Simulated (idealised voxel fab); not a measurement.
The process module presented herein is designated voxel local oxidation.
In the cross-section labelled cut, the width is 240 nm and each square cell is 5 nm.
We lay out every cross-section as a grid of square cells and spell it out in bands from the top down, where one band means one or more rows of cells.
Look at the band entry: it leads with the top's height and the bottom's height in nm. Then it lists the materials left to right, with a width in nm for each. The word "edge to edge" on a single material says that material fills the band edge to edge. The word "empty" is empty space.
Convention: height 0 is the level below which the wafer, as received, is all one material. The lowest band does not terminate at the bottom but continues downward, represented as "0 down".
Think of "30 to 40" as a width that walks from the first number to the second as you go down the band, top row to bottom row, taking equal-sized steps from row to row.
Step note "nothing altered" = no cross-section cell changed.
The entry titled "Closed void listing" provides the empty spaces that have no open way to the top, restricted to those of 8 cells or more. Each is presented as width x height at distance, the distance being measured from the left edge, with all three in nm.
On a step's line, text after the settings is the simulator commenting on that step.
overlay nm, on a step with a mask: how far to the right of its planned place the mask lay; to the left if negative
Below is the list of planned process steps
1,op RECEIVE | material Si
2,op OXIDIZE | depth nm 5
3,op CONFORMAL_DEP | material SiN | thk nm 15
4,op MASKED_ETCH | tone cover | mask id ACTIVE | width nm 80 | etch materials SiN | depth nm 15 | overlay nm 0
5,op SELECTIVE_ETCH | etch materials SiO2 | depth nm 5
6,op OXIDIZE | depth nm 10
7,op STRIP | etch materials SiN
Variable across wafers: step 4 width nm (plan value is that of the first wafer; starting state common to all).
After step 1, as received: first of several wafers, cross-section
    0 down  Si edge to edge
    Closed void listing: none
Rows = wafers. At module end, each row lists per material the cells gained (+) or lost (-) since the wafer was received, then the closed voids
width nm 80, -124 Si, +90 SiO2, Closed void listing: none
width nm 85, -122 Si, +89 SiO2, Closed void listing: none
width nm 90, -120 Si, +88 SiO2, Closed void listing: none
width nm 95, -118 Si, +87 SiO2, Closed void listing: none
width nm 100, -116 Si, +86 SiO2, Closed void listing: none
width nm 105, -114 Si, +85 SiO2, Closed void listing: none
